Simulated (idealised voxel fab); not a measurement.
The process module presented herein is designated voxel trench capacitor.
In the cross-section labelled cut, the width is 290 nm and each square cell is 5 nm.
A cross-section is written here as square cells arranged in a grid, and it is given in bands from the top down, each band taking up one or more rows of cells.
Heads up on the band format: heights come first, top then bottom, in nm. After that it's the materials left to right, each with its width in nm. A single material flagged "throughout" fills the whole band edge to edge, and "air" means there's empty space there.
Zero point of the height axis is 0; under it, received wafer = one material. Lowest band: continues down indefinitely, "from 0 down".
Note: "30 to 40" means the width goes from the first number (top row of the band) to the second number (bottom row) in equal steps per row of cells.
Take "no modification" at face value: in the step it is given for, the cross-section changed in none of its cells.
Under "Cavities, closed" you'll find the enclosed gaps, the ones with no way out to the top, that are 8 cells or bigger; each reads width x height at distance, with distance counted from the left edge, everything in nm.
after a step's settings: what the simulator itself notes on the step
"overlay nm" denotes, for a step that has a mask, the displacement of the mask to the right of its planned place, with negative values corresponding to the left.
The remainder of this document consists of a sequence of paired cross-sections. Each pair presents the cross-section prior to one process step together with the cross-section following it, the latter being rendered only as deep as the lowest band that underwent change. The intervening step, together with its settings, is stated beneath each pair. Because the pairs may originate from different runs of this module on the same starting wafer, a given pair is to be read as continuing from the preceding pair only where its entry headed "Pre-process state" so indicates.

PRE-PROCESS STATE
from 0 down = Si throughout
Cavities, closed: none

POST-STEP APPEARANCE
from 5 to 0 = SiN throughout
At heights below 0, the structure remains unaltered.
Cavities, closed: none
Between before and after as drawn above: CONFORMAL_DEP, material SiN, thk nm 5

Pre-process state: unchanged from the after cross-section in the pair immediately above; refer to that figure.

POST-STEP APPEARANCE
from 20 to 5 = aC throughout
At heights below 5, the structure remains unaltered.
Cavities, closed: none
Between before and after as drawn above: DIRECTIONAL_DEP, material aC, thk nm 15

Pre-process state: unchanged from the after cross-section in the pair immediately above; refer to that figure.

POST-STEP APPEARANCE
from 50 to 20 = 115 resist  20 air  15 resist  20 air  120 resist
At heights below 20, the structure remains unaltered.
Cavities, closed: none
Between before and after as drawn above: PATTERN, tone open, mask id TRENCH, material resist, width nm 20, pitch nm 35, thk nm 30, overlay nm 0

Pre-process state: unchanged from the after cross-section in the pair immediately above; refer to that figure.

POST-STEP APPEARANCE
from 35 to 20 = 115 resist  20 air  15 resist  20 air  120 resist
from 20 to 5 = 115 aC  20 air  15 aC  20 air  120 aC
At heights below 5, the structure remains unaltered.
Cavities, closed: none
Between before and after as drawn above: DIRECTIONAL_ETCH, etch materials aC, depth nm 15

Pre-process state: unchanged from the after cross-section in the pair immediately above; refer to that figure.

POST-STEP APPEARANCE
from 20 to 5 = 115 aC  20 air  15 aC  20 air  120 aC
At heights below 5, the structure remains unaltered.
Cavities, closed: none
Between before and after as drawn above: STRIP, etch materials resist

Pre-process state: unchanged from the after cross-section in the pair immediately above; refer to that figure.

POST-STEP APPEARANCE
from 20 to 5 = 115 aC  20 air  15 aC  20 air  120 aC
from 5 to 0 = 115 SiN  20 air  15 SiN  20 air  120 SiN
At heights below 0, the structure remains unaltered.
Cavities, closed: none
Between before and after as drawn above: DIRECTIONAL_ETCH, etch materials SiN, depth nm 5

Pre-process state: unchanged from the after cross-section in the pair immediately above; refer to that figure.

POST-STEP APPEARANCE
from 20 to 5 = 115 aC  20 air  15 aC  20 air  120 aC
from 5 to 0 = 115 SiN  20 air  15 SiN  20 air  120 SiN
from 0 to -30 = 115 Si  20 air  15 Si  20 air  120 Si
At heights below -30, the structure remains unaltered.
Cavities, closed: none
Between before and after as drawn above: DIRECTIONAL_ETCH, etch materials Si, depth nm 30

Pre-process state: unchanged from the after cross-section in the pair immediately above; refer to that figure.

POST-STEP APPEARANCE
from 5 to 0 = 115 SiN  20 air  15 SiN  20 air  120 SiN
At heights below 0, the structure remains unaltered.
Cavities, closed: none
Between before and after as drawn above: STRIP, etch materials aC

Pre-process state: unchanged from the after cross-section in the pair immediately above; refer to that figure.

POST-STEP APPEARANCE
from 10 to 5 = 120 Al2O3  10 air  25 Al2O3  10 air  125 Al2O3
from 5 to 0 = 115 SiN  5 Al2O3  10 air  5 Al2O3  15 SiN  5 Al2O3  10 air  5 Al2O3  120 SiN
from 0 to -25 = 115 Si  5 Al2O3  10 air  5 Al2O3  15 Si  5 Al2O3  10 air  5 Al2O3  120 Si
from -25 to -30 = 115 Si  20 Al2O3  15 Si  20 Al2O3  120 Si
At heights below -30, the structure remains unaltered.
Cavities, closed: none
Between before and after as drawn above: CONFORMAL_DEP, material Al2O3, thk nm 5

Pre-process state: unchanged from the after cross-section in the pair immediately above; refer to that figure.

POST-STEP APPEARANCE
from 20 to 10 = polySi throughout
from 10 to 5 = 120 Al2O3  10 polySi  25 Al2O3  10 polySi  125 Al2O3
from 5 to 0 = 115 SiN  5 Al2O3  10 polySi  5 Al2O3  15 SiN  5 Al2O3  10 polySi  5 Al2O3  120 SiN
from 0 to -25 = 115 Si  5 Al2O3  10 polySi  5 Al2O3  15 Si  5 Al2O3  10 polySi  5 Al2O3  120 Si
At heights below -25, the structure remains unaltered.
Cavities, closed: none
Between before and after as drawn above: FILL_DEP, material polySi, thk nm 10

Pre-process state: unchanged from the after cross-section in the pair immediately above; refer to that figure.

POST-STEP APPEARANCE
from 5 to 0 = 115 SiN  5 Al2O3  10 polySi  5 Al2O3  15 SiN  5 Al2O3  10 polySi  5 Al2O3  120 SiN
At heights below 0, the structure remains unaltered.
Cavities, closed: none
Between before and after as drawn above: CMP, height nm 5

PRE-PROCESS STATE
from 20 to 5 = 115 aC  20 air  15 aC  20 air  120 aC
from 5 to 0 = 115 SiN  20 air  15 SiN  20 air  120 SiN
from 0 to -30 = 115 Si  20 air  15 Si  20 air  120 Si
from -30 down = Si throughout
Cavities, closed: none

POST-STEP APPEARANCE
from 20 to 5 = 115 aC  20 air  15 aC  20 air  120 aC
from 5 to 0 = 115 SiN  20 air  15 SiN  20 air  120 SiN
from 0 to -60 = 115 Si  20 air  15 Si  20 air  120 Si
At heights below -60, the structure remains unaltered.
Cavities, closed: none
Between before and after as drawn above: DIRECTIONAL_ETCH, etch materials Si, depth nm 30

Pre-process state: unchanged from the after cross-section in the pair immediately above; refer to that figure.

POST-STEP APPEARANCE
from 5 to 0 = 115 SiN  20 air  15 SiN  20 air  120 SiN
At heights below 0, the structure remains unaltered.
Cavities, closed: none
Between before and after as drawn above: STRIP, etch materials aC

Pre-process state: unchanged from the after cross-section in the pair immediately above; refer to that figure.

POST-STEP APPEARANCE
from 10 to 5 = 120 Al2O3  10 air  25 Al2O3  10 air  125 Al2O3
from 5 to 0 = 115 SiN  5 Al2O3  10 air  5 Al2O3  15 SiN  5 Al2O3  10 air  5 Al2O3  120 SiN
from 0 to -55 = 115 Si  5 Al2O3  10 air  5 Al2O3  15 Si  5 Al2O3  10 air  5 Al2O3  120 Si
from -55 to -60 = 115 Si  20 Al2O3  15 Si  20 Al2O3  120 Si
At heights below -60, the structure remains unaltered.
Cavities, closed: none
Between before and after as drawn above: CONFORMAL_DEP, material Al2O3, thk nm 5

Pre-process state: unchanged from the after cross-section in the pair immediately above; refer to that figure.

POST-STEP APPEARANCE
from 20 to 10 = polySi throughout
from 10 to 5 = 120 Al2O3  10 polySi  25 Al2O3  10 polySi  125 Al2O3
from 5 to 0 = 115 SiN  5 Al2O3  10 polySi  5 Al2O3  15 SiN  5 Al2O3  10 polySi  5 Al2O3  120 SiN
from 0 to -55 = 115 Si  5 Al2O3  10 polySi  5 Al2O3  15 Si  5 Al2O3  10 polySi  5 Al2O3  120 Si
At heights below -55, the structure remains unaltered.
Cavities, closed: none
Between before and after as drawn above: FILL_DEP, material polySi, thk nm 10

Pre-process state: unchanged from the after cross-section in the pair immediately above; refer to that figure.

POST-STEP APPEARANCE
from 5 to 0 = 115 SiN  5 Al2O3  10 polySi  5 Al2O3  15 SiN  5 Al2O3  10 polySi  5 Al2O3  120 SiN
At heights below 0, the structure remains unaltered.
Cavities, closed: none
Between before and after as drawn above: CMP, height nm 5

PRE-PROCESS STATE
from 20 to 5 = 115 aC  20 air  15 aC  20 air  120 aC
from 5 to 0 = 115 SiN  20 air  15 SiN  20 air  120 SiN
from 0 to -30 = 115 Si  20 air  15 Si  20 air  120 Si
from -30 down = Si throughout
Cavities, closed: none

POST-STEP APPEARANCE
from 25 to 20 = 120 Al2O3  10 air  25 Al2O3  10 air  125 Al2O3
from 20 to 5 = 115 aC  5 Al2O3  10 air  5 Al2O3  15 aC  5 Al2O3  10 air  5 Al2O3  120 aC
from 5 to 0 = 115 SiN  5 Al2O3  10 air  5 Al2O3  15 SiN  5 Al2O3  10 air  5 Al2O3  120 SiN
from 0 to -25 = 115 Si  5 Al2O3  10 air  5 Al2O3  15 Si  5 Al2O3  10 air  5 Al2O3  120 Si
from -25 to -30 = 115 Si  20 Al2O3  15 Si  20 Al2O3  120 Si
At heights below -30, the structure remains unaltered.
Cavities, closed: none
Between before and after as drawn above: CONFORMAL_DEP, material Al2O3, thk nm 5

Pre-process state: unchanged from the after cross-section in the pair immediately above; refer to that figure.

POST-STEP APPEARANCE
from 35 to 25 = polySi throughout
from 25 to 20 = 120 Al2O3  10 polySi  25 Al2O3  10 polySi  125 Al2O3
from 20 to 5 = 115 aC  5 Al2O3  10 polySi  5 Al2O3  15 aC  5 Al2O3  10 polySi  5 Al2O3  120 aC
from 5 to 0 = 115 SiN  5 Al2O3  10 polySi  5 Al2O3  15 SiN  5 Al2O3  10 polySi  5 Al2O3  120 SiN
from 0 to -25 = 115 Si  5 Al2O3  10 polySi  5 Al2O3  15 Si  5 Al2O3  10 polySi  5 Al2O3  120 Si
At heights below -25, the structure remains unaltered.
Cavities, closed: none
Between before and after as drawn above: FILL_DEP, material polySi, thk nm 10

Pre-process state: unchanged from the after cross-section in the pair immediately above; refer to that figure.

POST-STEP APPEARANCE
from 5 to 0 = 115 SiN  5 Al2O3  10 polySi  5 Al2O3  15 SiN  5 Al2O3  10 polySi  5 Al2O3  120 SiN
At heights below 0, the structure remains unaltered.
Cavities, closed: none
Between before and after as drawn above: CMP, height nm 5

PRE-PROCESS STATE
from 20 to 5 = 115 aC  20 air  15 aC  20 air  120 aC
from 5 to 0 = 115 SiN  20 air  15 SiN  20 air  120 SiN
from 0 down = Si throughout
Cavities, closed: none

POST-STEP APPEARANCE
from 20 to 5 = 115 aC  20 air  15 aC  20 air  120 aC
from 5 to 0 = 115 SiN  20 air  15 SiN  20 air  120 SiN
from 0 to -20 = 115 Si  20 air  15 Si  20 air  120 Si
At heights below -20, the structure remains unaltered.
Cavities, closed: none
Between before and after as drawn above: DIRECTIONAL_ETCH, etch materials Si, depth nm 20

Pre-process state: unchanged from the after cross-section in the pair immediately above; refer to that figure.

POST-STEP APPEARANCE
from 5 to 0 = 115 SiN  20 air  15 SiN  20 air  120 SiN
At heights below 0, the structure remains unaltered.
Cavities, closed: none
Between before and after as drawn above: STRIP, etch materials aC

Pre-process state: unchanged from the after cross-section in the pair immediately above; refer to that figure.

POST-STEP APPEARANCE
from 10 to 5 = 120 Al2O3  10 air  25 Al2O3  10 air  125 Al2O3
from 5 to 0 = 115 SiN  5 Al2O3  10 air  5 Al2O3  15 SiN  5 Al2O3  10 air  5 Al2O3  120 SiN
from 0 to -15 = 115 Si  5 Al2O3  10 air  5 Al2O3  15 Si  5 Al2O3  10 air  5 Al2O3  120 Si
from -15 to -20 = 115 Si  20 Al2O3  15 Si  20 Al2O3  120 Si
At heights below -20, the structure remains unaltered.
Cavities, closed: none
Between before and after as drawn above: CONFORMAL_DEP, material Al2O3, thk nm 5

Pre-process state: unchanged from the after cross-section in the pair immediately above; refer to that figure.

POST-STEP APPEARANCE
from 20 to 10 = polySi throughout
from 10 to 5 = 120 Al2O3  10 polySi  25 Al2O3  10 polySi  125 Al2O3
from 5 to 0 = 115 SiN  5 Al2O3  10 polySi  5 Al2O3  15 SiN  5 Al2O3  10 polySi  5 Al2O3  120 SiN
from 0 to -15 = 115 Si  5 Al2O3  10 polySi  5 Al2O3  15 Si  5 Al2O3  10 polySi  5 Al2O3  120 Si
At heights below -15, the structure remains unaltered.
Cavities, closed: none
Between before and after as drawn above: FILL_DEP, material polySi, thk nm 10

Pre-process state: unchanged from the after cross-section in the pair immediately above; refer to that figure.

POST-STEP APPEARANCE
from 5 to 0 = 115 SiN  5 Al2O3  10 polySi  5 Al2O3  15 SiN  5 Al2O3  10 polySi  5 Al2O3  120 SiN
At heights below 0, the structure remains unaltered.
Cavities, closed: none
Between before and after as drawn above: CMP, height nm 5

PRE-PROCESS STATE
from 20 to 5 = aC throughout
from 5 to 0 = SiN throughout
from 0 down = Si throughout
Cavities, closed: none

POST-STEP APPEARANCE
from 50 to 20 = 120 resist  15 air  20 resist  15 air  120 resist
At heights below 20, the structure remains unaltered.
Cavities, closed: none
Between before and after as drawn above: PATTERN, tone open, mask id TRENCH, material resist, width nm 15, pitch nm 35, thk nm 30, overlay nm 0

Pre-process state: unchanged from the after cross-section in the pair immediately above; refer to that figure.

POST-STEP APPEARANCE
from 35 to 20 = 120 resist  15 air  20 resist  15 air  120 resist
from 20 to 5 = 120 aC  15 air  20 aC  15 air  120 aC
At heights below 5, the structure remains unaltered.
Cavities, closed: none
Between before and after as drawn above: DIRECTIONAL_ETCH, etch materials aC, depth nm 15

Pre-process state: unchanged from the after cross-section in the pair immediately above; refer to that figure.

POST-STEP APPEARANCE
from 20 to 5 = 120 aC  15 air  20 aC  15 air  120 aC
At heights below 5, the structure remains unaltered.
Cavities, closed: none
Between before and after as drawn above: STRIP, etch materials resist

Pre-process state: unchanged from the after cross-section in the pair immediately above; refer to that figure.

POST-STEP APPEARANCE
from 20 to 5 = 120 aC  15 air  20 aC  15 air  120 aC
from 5 to 0 = 120 SiN  15 air  20 SiN  15 air  120 SiN
At heights below 0, the structure remains unaltered.
Cavities, closed: none
Between before and after as drawn above: DIRECTIONAL_ETCH, etch materials SiN, depth nm 5

Pre-process state: unchanged from the after cross-section in the pair immediately above; refer to that figure.

POST-STEP APPEARANCE
from 20 to 5 = 120 aC  15 air  20 aC  15 air  120 aC
from 5 to 0 = 120 SiN  15 air  20 SiN  15 air  120 SiN
from 0 to -30 = 120 Si  15 air  20 Si  15 air  120 Si
At heights below -30, the structure remains unaltered.
Cavities, closed: none
Between before and after as drawn above: DIRECTIONAL_ETCH, etch materials Si, depth nm 30

Pre-process state: unchanged from the after cross-section in the pair immediately above; refer to that figure.

POST-STEP APPEARANCE
from 5 to 0 = 120 SiN  15 air  20 SiN  15 air  120 SiN
At heights below 0, the structure remains unaltered.
Cavities, closed: none
Between before and after as drawn above: STRIP, etch materials aC

Pre-process state: unchanged from the after cross-section in the pair immediately above; refer to that figure.

POST-STEP APPEARANCE
from 10 to 5 = 125 Al2O3  5 air  30 Al2O3  5 air  125 Al2O3
from 5 to 0 = 120 SiN  5 Al2O3  5 air  5 Al2O3  20 SiN  5 Al2O3  5 air  5 Al2O3  120 SiN
from 0 to -25 = 120 Si  5 Al2O3  5 air  5 Al2O3  20 Si  5 Al2O3  5 air  5 Al2O3  120 Si
from -25 to -30 = 120 Si  15 Al2O3  20 Si  15 Al2O3  120 Si
At heights below -30, the structure remains unaltered.
Cavities, closed: none
Between before and after as drawn above: CONFORMAL_DEP, material Al2O3, thk nm 5

Pre-process state: unchanged from the after cross-section in the pair immediately above; refer to that figure.

POST-STEP APPEARANCE
from 20 to 10 = polySi throughout
from 10 to 5 = 125 Al2O3  5 polySi  30 Al2O3  5 polySi  125 Al2O3
from 5 to 0 = 120 SiN  5 Al2O3  5 polySi  5 Al2O3  20 SiN  5 Al2O3  5 polySi  5 Al2O3  120 SiN
from 0 to -25 = 120 Si  5 Al2O3  5 polySi  5 Al2O3  20 Si  5 Al2O3  5 polySi  5 Al2O3  120 Si
At heights below -25, the structure remains unaltered.
Cavities, closed: none
Between before and after as drawn above: FILL_DEP, material polySi, thk nm 10

Pre-process state: unchanged from the after cross-section in the pair immediately above; refer to that figure.

POST-STEP APPEARANCE
from 5 to 0 = 120 SiN  5 Al2O3  5 polySi  5 Al2O3  20 SiN  5 Al2O3  5 polySi  5 Al2O3  120 SiN
At heights below 0, the structure remains unaltered.
Cavities, closed: none
Between before and after as drawn above: CMP, height nm 5

PRE-PROCESS STATE
from 20 to 5 = aC throughout
from 5 to 0 = SiN throughout
from 0 down = Si throughout
Cavities, closed: none

POST-STEP APPEARANCE
from 50 to 20 = 105 resist  20 air  15 resist  20 air  130 resist
At heights below 20, the structure remains unaltered.
Cavities, closed: none
Between before and after as drawn above: PATTERN, tone open, mask id TRENCH, material resist, width nm 20, pitch nm 35, thk nm 30, overlay nm -10

Pre-process state: unchanged from the after cross-section in the pair immediately above; refer to that figure.

POST-STEP APPEARANCE
from 35 to 20 = 105 resist  20 air  15 resist  20 air  130 resist
from 20 to 5 = 105 aC  20 air  15 aC  20 air  130 aC
At heights below 5, the structure remains unaltered.
Cavities, closed: none
Between before and after as drawn above: DIRECTIONAL_ETCH, etch materials aC, depth nm 15

Pre-process state: unchanged from the after cross-section in the pair immediately above; refer to that figure.

POST-STEP APPEARANCE
from 20 to 5 = 105 aC  20 air  15 aC  20 air  130 aC
At heights below 5, the structure remains unaltered.
Cavities, closed: none
Between before and after as drawn above: STRIP, etch materials resist

Pre-process state: unchanged from the after cross-section in the pair immediately above; refer to that figure.

POST-STEP APPEARANCE
from 20 to 5 = 105 aC  20 air  15 aC  20 air  130 aC
from 5 to 0 = 105 SiN  20 air  15 SiN  20 air  130 SiN
At heights below 0, the structure remains unaltered.
Cavities, closed: none
Between before and after as drawn above: DIRECTIONAL_ETCH, etch materials SiN, depth nm 5

Pre-process state: unchanged from the after cross-section in the pair immediately above; refer to that figure.

POST-STEP APPEARANCE
from 20 to 5 = 105 aC  20 air  15 aC  20 air  130 aC
from 5 to 0 = 105 SiN  20 air  15 SiN  20 air  130 SiN
from 0 to -30 = 105 Si  20 air  15 Si  20 air  130 Si
At heights below -30, the structure remains unaltered.
Cavities, closed: none
Between before and after as drawn above: DIRECTIONAL_ETCH, etch materials Si, depth nm 30

Pre-process state: unchanged from the after cross-section in the pair immediately above; refer to that figure.

POST-STEP APPEARANCE
from 5 to 0 = 105 SiN  20 air  15 SiN  20 air  130 SiN
At heights below 0, the structure remains unaltered.
Cavities, closed: none
Between before and after as drawn above: STRIP, etch materials aC

Pre-process state: unchanged from the after cross-section in the pair immediately above; refer to that figure.

POST-STEP APPEARANCE
from 10 to 5 = 110 Al2O3  10 air  25 Al2O3  10 air  135 Al2O3
from 5 to 0 = 105 SiN  5 Al2O3  10 air  5 Al2O3  15 SiN  5 Al2O3  10 air  5 Al2O3  130 SiN
from 0 to -25 = 105 Si  5 Al2O3  10 air  5 Al2O3  15 Si  5 Al2O3  10 air  5 Al2O3  130 Si
from -25 to -30 = 105 Si  20 Al2O3  15 Si  20 Al2O3  130 Si
At heights below -30, the structure remains unaltered.
Cavities, closed: none
Between before and after as drawn above: CONFORMAL_DEP, material Al2O3, thk nm 5

Pre-process state: unchanged from the after cross-section in the pair immediately above; refer to that figure.

POST-STEP APPEARANCE
from 20 to 10 = polySi throughout
from 10 to 5 = 110 Al2O3  10 polySi  25 Al2O3  10 polySi  135 Al2O3
from 5 to 0 = 105 SiN  5 Al2O3  10 polySi  5 Al2O3  15 SiN  5 Al2O3  10 polySi  5 Al2O3  130 SiN
from 0 to -25 = 105 Si  5 Al2O3  10 polySi  5 Al2O3  15 Si  5 Al2O3  10 polySi  5 Al2O3  130 Si
At heights below -25, the structure remains unaltered.
Cavities, closed: none
Between before and after as drawn above: FILL_DEP, material polySi, thk nm 10

Pre-process state: unchanged from the after cross-section in the pair immediately above; refer to that figure.

POST-STEP APPEARANCE
from 5 to 0 = 105 SiN  5 Al2O3  10 polySi  5 Al2O3  15 SiN  5 Al2O3  10 polySi  5 Al2O3  130 SiN
At heights below 0, the structure remains unaltered.
Cavities, closed: none
Between before and after as drawn above: CMP, height nm 5

PRE-PROCESS STATE
from 0 down = Si throughout
Cavities, closed: none

POST-STEP APPEARANCE
from 5 to 0 = polySi throughout
At heights below 0, the structure remains unaltered.
Cavities, closed: none
Between before and after as drawn above: CONFORMAL_DEP, material polySi, thk nm 5

Pre-process state: unchanged from the after cross-section in the pair immediately above; refer to that figure.

POST-STEP APPEARANCE
from 20 to 5 = aC throughout
At heights below 5, the structure remains unaltered.
Cavities, closed: none
Between before and after as drawn above: DIRECTIONAL_DEP, material aC, thk nm 15

Pre-process state: unchanged from the after cross-section in the pair immediately above; refer to that figure.

POST-STEP APPEARANCE
from 50 to 20 = 115 resist  20 air  15 resist  20 air  120 resist
At heights below 20, the structure remains unaltered.
Cavities, closed: none
Between before and after as drawn above: PATTERN, tone open, mask id TRENCH, material resist, width nm 20, pitch nm 35, thk nm 30, overlay nm 0

Pre-process state: unchanged from the after cross-section in the pair immediately above; refer to that figure.

POST-STEP APPEARANCE
from 35 to 20 = 115 resist  20 air  15 resist  20 air  120 resist
from 20 to 5 = 115 aC  20 air  15 aC  20 air  120 aC
At heights below 5, the structure remains unaltered.
Cavities, closed: none
Between before and after as drawn above: DIRECTIONAL_ETCH, etch materials aC, depth nm 15

Pre-process state: unchanged from the after cross-section in the pair immediately above; refer to that figure.

POST-STEP APPEARANCE
from 20 to 5 = 115 aC  20 air  15 aC  20 air  120 aC
At heights below 5, the structure remains unaltered.
Cavities, closed: none
Between before and after as drawn above: STRIP, etch materials resist

Pre-process state: unchanged from the after cross-section in the pair immediately above; refer to that figure.

POST-STEP APPEARANCE
from 20 to 5 = 115 aC  20 air  15 aC  20 air  120 aC
from 5 to 0 = 115 polySi  20 air  15 polySi  20 air  120 polySi
from 0 to -25 = 115 Si  20 air  15 Si  20 air  120 Si
At heights below -25, the structure remains unaltered.
Cavities, closed: none
Between before and after as drawn above: DIRECTIONAL_ETCH, etch materials Si, depth nm 30

Pre-process state: unchanged from the after cross-section in the pair immediately above; refer to that figure.

POST-STEP APPEARANCE
from 5 to 0 = 115 polySi  20 air  15 polySi  20 air  120 polySi
At heights below 0, the structure remains unaltered.
Cavities, closed: none
Between before and after as drawn above: STRIP, etch materials aC

Pre-process state: unchanged from the after cross-section in the pair immediately above; refer to that figure.

POST-STEP APPEARANCE
from 10 to 5 = 120 Al2O3  10 air  25 Al2O3  10 air  125 Al2O3
from 5 to 0 = 115 polySi  5 Al2O3  10 air  5 Al2O3  15 polySi  5 Al2O3  10 air  5 Al2O3  120 polySi
from 0 to -20 = 115 Si  5 Al2O3  10 air  5 Al2O3  15 Si  5 Al2O3  10 air  5 Al2O3  120 Si
from -20 to -25 = 115 Si  20 Al2O3  15 Si  20 Al2O3  120 Si
At heights below -25, the structure remains unaltered.
Cavities, closed: none
Between before and after as drawn above: CONFORMAL_DEP, material Al2O3, thk nm 5

Pre-process state: unchanged from the after cross-section in the pair immediately above; refer to that figure.

POST-STEP APPEARANCE
from 20 to 10 = polySi throughout
from 10 to 5 = 120 Al2O3  10 polySi  25 Al2O3  10 polySi  125 Al2O3
from 5 to 0 = 115 polySi  5 Al2O3  10 polySi  5 Al2O3  15 polySi  5 Al2O3  10 polySi  5 Al2O3  120 polySi
from 0 to -20 = 115 Si  5 Al2O3  10 polySi  5 Al2O3  15 Si  5 Al2O3  10 polySi  5 Al2O3  120 Si
At heights below -20, the structure remains unaltered.
Cavities, closed: none
Between before and after as drawn above: FILL_DEP, material polySi, thk nm 10

Pre-process state: unchanged from the after cross-section in the pair immediately above; refer to that figure.

POST-STEP APPEARANCE
from 5 to 0 = 115 polySi  5 Al2O3  10 polySi  5 Al2O3  15 polySi  5 Al2O3  10 polySi  5 Al2O3  120 polySi
At heights below 0, the structure remains unaltered.
Cavities, closed: none
Between before and after as drawn above: CMP, height nm 5

PRE-PROCESS STATE
from 20 to 5 = aC throughout
from 5 to 0 = SiN throughout
from 0 down = Si throughout
Cavities, closed: none

POST-STEP APPEARANCE
from 50 to 20 = 115 air  20 resist  15 air  20 resist  120 air
At heights below 20, the structure remains unaltered.
Cavities, closed: none
Between before and after as drawn above: PATTERN, tone cover, mask id TRENCH, material resist, width nm 20, pitch nm 35, thk nm 30, overlay nm 0

Pre-process state: unchanged from the after cross-section in the pair immediately above; refer to that figure.

POST-STEP APPEARANCE
from 35 to 20 = 115 air  20 resist  15 air  20 resist  120 air
from 20 to 5 = 115 air  20 aC  15 air  20 aC  120 air
At heights below 5, the structure remains unaltered.
Cavities, closed: none
Between before and after as drawn above: DIRECTIONAL_ETCH, etch materials aC, depth nm 15

Pre-process state: unchanged from the after cross-section in the pair immediately above; refer to that figure.

POST-STEP APPEARANCE
from 20 to 5 = 115 air  20 aC  15 air  20 aC  120 air
At heights below 5, the structure remains unaltered.
Cavities, closed: none
Between before and after as drawn above: STRIP, etch materials resist

Pre-process state: unchanged from the after cross-section in the pair immediately above; refer to that figure.

POST-STEP APPEARANCE
from 20 to 5 = 115 air  20 aC  15 air  20 aC  120 air
from 5 to 0 = 115 air  20 SiN  15 air  20 SiN  120 air
At heights below 0, the structure remains unaltered.
Cavities, closed: none
Between before and after as drawn above: DIRECTIONAL_ETCH, etch materials SiN, depth nm 5

Pre-process state: unchanged from the after cross-section in the pair immediately above; refer to that figure.

POST-STEP APPEARANCE
from 20 to 5 = 115 air  20 aC  15 air  20 aC  120 air
from 5 to 0 = 115 air  20 SiN  15 air  20 SiN  120 air
from 0 to -30 = 115 air  20 Si  15 air  20 Si  120 air
At heights below -30, the structure remains unaltered.
Cavities, closed: none
Between before and after as drawn above: DIRECTIONAL_ETCH, etch materials Si, depth nm 30

Pre-process state: unchanged from the after cross-section in the pair immediately above; refer to that figure.

POST-STEP APPEARANCE
from 5 to 0 = 115 air  20 SiN  15 air  20 SiN  120 air
At heights below 0, the structure remains unaltered.
Cavities, closed: none
Between before and after as drawn above: STRIP, etch materials aC

Pre-process state: unchanged from the after cross-section in the pair immediately above; refer to that figure.

POST-STEP APPEARANCE
from 10 to 5 = 110 air  30 Al2O3  5 air  30 Al2O3  115 air
from 5 to 0 = 110 air  5 Al2O3  20 SiN  5 Al2O3  5 air  5 Al2O3  20 SiN  5 Al2O3  115 air
from 0 to -25 = 110 air  5 Al2O3  20 Si  5 Al2O3  5 air  5 Al2O3  20 Si  5 Al2O3  115 air
from -25 to -30 = 115 Al2O3  20 Si  15 Al2O3  20 Si  120 Al2O3
At heights below -30, the structure remains unaltered.
Cavities, closed: none
Between before and after as drawn above: CONFORMAL_DEP, material Al2O3, thk nm 5

Pre-process state: unchanged from the after cross-section in the pair immediately above; refer to that figure.

POST-STEP APPEARANCE
from 20 to 10 = polySi throughout
from 10 to 5 = 110 polySi  30 Al2O3  5 polySi  30 Al2O3  115 polySi
from 5 to 0 = 110 polySi  5 Al2O3  20 SiN  5 Al2O3  5 polySi  5 Al2O3  20 SiN  5 Al2O3  115 polySi
from 0 to -25 = 110 polySi  5 Al2O3  20 Si  5 Al2O3  5 polySi  5 Al2O3  20 Si  5 Al2O3  115 polySi
At heights below -25, the structure remains unaltered.
Cavities, closed: none
Between before and after as drawn above: FILL_DEP, material polySi, thk nm 10

Pre-process state: unchanged from the after cross-section in the pair immediately above; refer to that figure.

POST-STEP APPEARANCE
from 5 to 0 = 110 polySi  5 Al2O3  20 SiN  5 Al2O3  5 polySi  5 Al2O3  20 SiN  5 Al2O3  115 polySi
At heights below 0, the structure remains unaltered.
Cavities, closed: none
Between before and after as drawn above: CMP, height nm 5
